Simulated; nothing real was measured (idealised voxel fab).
process module | voxel wiring stack
cross-section cut | 190 nm wide | cells 5 nm
A cross-section is a grid of square cells, given in bands from the top down. A band is one or more rows of cells.
Each band's line starts with the height of the band's top and of its bottom, in nm. Then come its materials from left to right, each with its width in nm. One material with "throughout" fills the band from edge to edge. "air" is empty space.
Height 0 is the level under which the wafer as received is all one material. The lowest band goes on downwards, as in "0 down".
A width such as "30 to 40" changes by the same amount from each row of cells to the next, from the band's top row to its bottom row.
"no change" after a step means that no cell of the cross-section changed.
closed voids: empty space of 8 cells or more with no open way to the top, each as width x height at its distance from the left edge, in nm
after a step's settings: what the simulator itself notes on the step
overlay nm, on a step with a mask: how far to the right of its planned place the mask lay; to the left if negative
plan
1 op RECEIVE | material Si
2 op CONFORMAL_DEP | material SiO2 | thk nm 15
3 op CONFORMAL_DEP | material SiCN | thk nm 5
4 op DIRECTIONAL_DEP | material lowk | thk nm 15
5 op DIRECTIONAL_DEP | material aC | thk nm 15
6 op PATTERN | tone open | mask id METAL_1 | material resist | width nm 20 | pitch nm 35 | thk nm 35 | overlay nm 0
7 op DIRECTIONAL_ETCH | etch materials aC | depth nm 15
8 op STRIP | etch materials resist
9 op DIRECTIONAL_ETCH | etch materials lowk | depth nm 15
10 op DIRECTIONAL_ETCH | etch materials SiCN | depth nm 5
11 op STRIP | etch materials aC
12 op CONFORMAL_DEP | material TiN | thk nm 5
13 op FILL_DEP | material W | thk nm 5
14 op CMP | height nm 35
15 op CONFORMAL_DEP | material SiCN | thk nm 5
16 op DIRECTIONAL_DEP | material lowk | thk nm 15
17 op PATTERN | tone open | mask id PLUG_1 | material resist | width nm 15 | pitch nm 35 | thk nm 15 | overlay nm 0
18 op DIRECTIONAL_ETCH | etch materials lowk | depth nm 15
19 op DIRECTIONAL_ETCH | etch materials SiCN | depth nm 5
20 op STRIP | etch materials resist
21 op EPI | material Ru | thk nm 10
22 op EPI | material Ru | thk nm 10
23 op DIRECTIONAL_DEP | material TiN | thk nm 5
24 op DIRECTIONAL_DEP | material Ru | thk nm 15
25 op MASKED_ETCH | tone cover | mask id METAL_2 | width nm 20 | pitch nm 35 | etch materials Ru | depth nm 15 | overlay nm 0
26 op MASKED_ETCH | tone cover | mask id METAL_2 | width nm 20 | pitch nm 35 | etch materials TiN | depth nm 5 | overlay nm 0
27 op CONFORMAL_DEP | material SiCN | thk nm 5
28 op FILL_DEP | material lowk | thk nm 5
29 op CMP | height nm 75
30 op CONFORMAL_DEP | material SiCN | thk nm 5
31 op DIRECTIONAL_DEP | material lowk | thk nm 30
32 op PATTERN | tone open | mask id METAL_3_HOLES | material resist | width nm 15 | pitch nm 35 | thk nm 15 | overlay nm 0
33 op DIRECTIONAL_ETCH | etch materials lowk | depth nm 30
34 op STRIP | etch materials resist
35 op DIRECTIONAL_DEP | material aC | thk nm 15
36 op PATTERN | tone open | mask id METAL_3 | material resist | width nm 20 | pitch nm 35 | thk nm 35 | overlay nm 0
37 op DIRECTIONAL_ETCH | etch materials aC | depth nm 15
38 op STRIP | etch materials resist
39 op DIRECTIONAL_ETCH | etch materials lowk | depth nm 15
40 op DIRECTIONAL_ETCH | etch materials SiCN | depth nm 5
41 op STRIP | etch materials aC
42 op CONFORMAL_DEP | material TiN | thk nm 5
43 op FILL_DEP | material Ru | thk nm 10
44 op CMP | height nm 110
45 op CONFORMAL_DEP | material SiCN | thk nm 5
as received, after step 1
  0 down: Si throughout
  closed voids: none
first wafer at the end, as planned
  115 to 110: SiCN throughout
  110 to 100: lowk 65 | TiN 5 | Ru 10 | TiN 5 | lowk 15 | TiN 5 | Ru 10 | TiN 5 | lowk 70
  100 to 95: lowk 65 | TiN 5 | Ru 5 | TiN 10 | lowk 15 | TiN 5 | Ru 5 | TiN 10 | lowk 70
  95 to 80: lowk 65 | TiN 5 | Ru 5 | TiN 5 | lowk 20 | TiN 5 | Ru 5 | TiN 5 | lowk 75
  80 to 75: SiCN 65 | TiN 15 | SiCN 20 | TiN 15 | SiCN 75
  75 to 60: lowk 60 | SiCN 5 | Ru 20 | SiCN 5 | lowk 5 | SiCN 5 | Ru 20 | SiCN 5 | lowk 65
  60 to 55: SiCN 65 | TiN 20 | SiCN 15 | TiN 20 | SiCN 70
  55 to 40: lowk 65 | Ru 15 | lowk 20 | Ru 15 | lowk 75
  40 to 35: SiCN 65 | Ru 15 | SiCN 20 | Ru 15 | SiCN 75
  35 to 20: lowk 65 | TiN 5 | W 10 | TiN 5 | lowk 15 | TiN 5 | W 10 | TiN 5 | lowk 70
  20 to 15: SiCN 65 | TiN 20 | SiCN 15 | TiN 20 | SiCN 70
  15 to 0: SiO2 throughout
  0 down: Si throughout
  closed voids: none
second wafer at the end: like start, like plan, one mistake
  115 to 110: SiCN throughout
  110 to 100: lowk 65 | TiN 5 | Ru 10 | TiN 5 | lowk 15 | TiN 5 | Ru 10 | TiN 5 | lowk 70
  100 to 95: lowk 65 | TiN 5 | Ru 5 | TiN 10 | lowk 15 | TiN 5 | Ru 5 | TiN 10 | lowk 70
  95 to 80: lowk 65 | TiN 5 | Ru 5 | TiN 5 | lowk 20 | TiN 5 | Ru 5 | TiN 5 | lowk 75
  80 to 75: SiCN 65 | TiN 15 | SiCN 20 | TiN 15 | SiCN 75
  75 to 60: lowk 60 | SiCN 5 | Ru 20 | SiCN 5 | lowk 5 | SiCN 5 | Ru 20 | SiCN 5 | lowk 65
  60 to 55: SiCN 65 | TiN 20 | SiCN 15 | TiN 20 | SiCN 70
  55 to 40: lowk 65 | Ru 15 | lowk 20 | Ru 15 | lowk 75
  40 to 35: SiCN 65 | Ru 15 | SiCN 20 | Ru 15 | SiCN 75
  35 to 20: lowk 70 | TiN 5 | W 5 | TiN 5 | lowk 20 | TiN 5 | W 5 | TiN 5 | lowk 70
  20 to 15: SiCN 70 | TiN 15 | SiCN 20 | TiN 15 | SiCN 70
  15 to 0: SiO2 throughout
  0 down: Si throughout
  closed voids: none
what went wrong: step 6 ran as: op PATTERN | tone open | mask id METAL_1 | material resist | width nm 15 | pitch nm 35 | thk nm 35 | overlay nm 0
at the end the second wafer has, in cells: 2 more of SiCN | 2 fewer of TiN | 6 fewer of W | 6 more of lowk
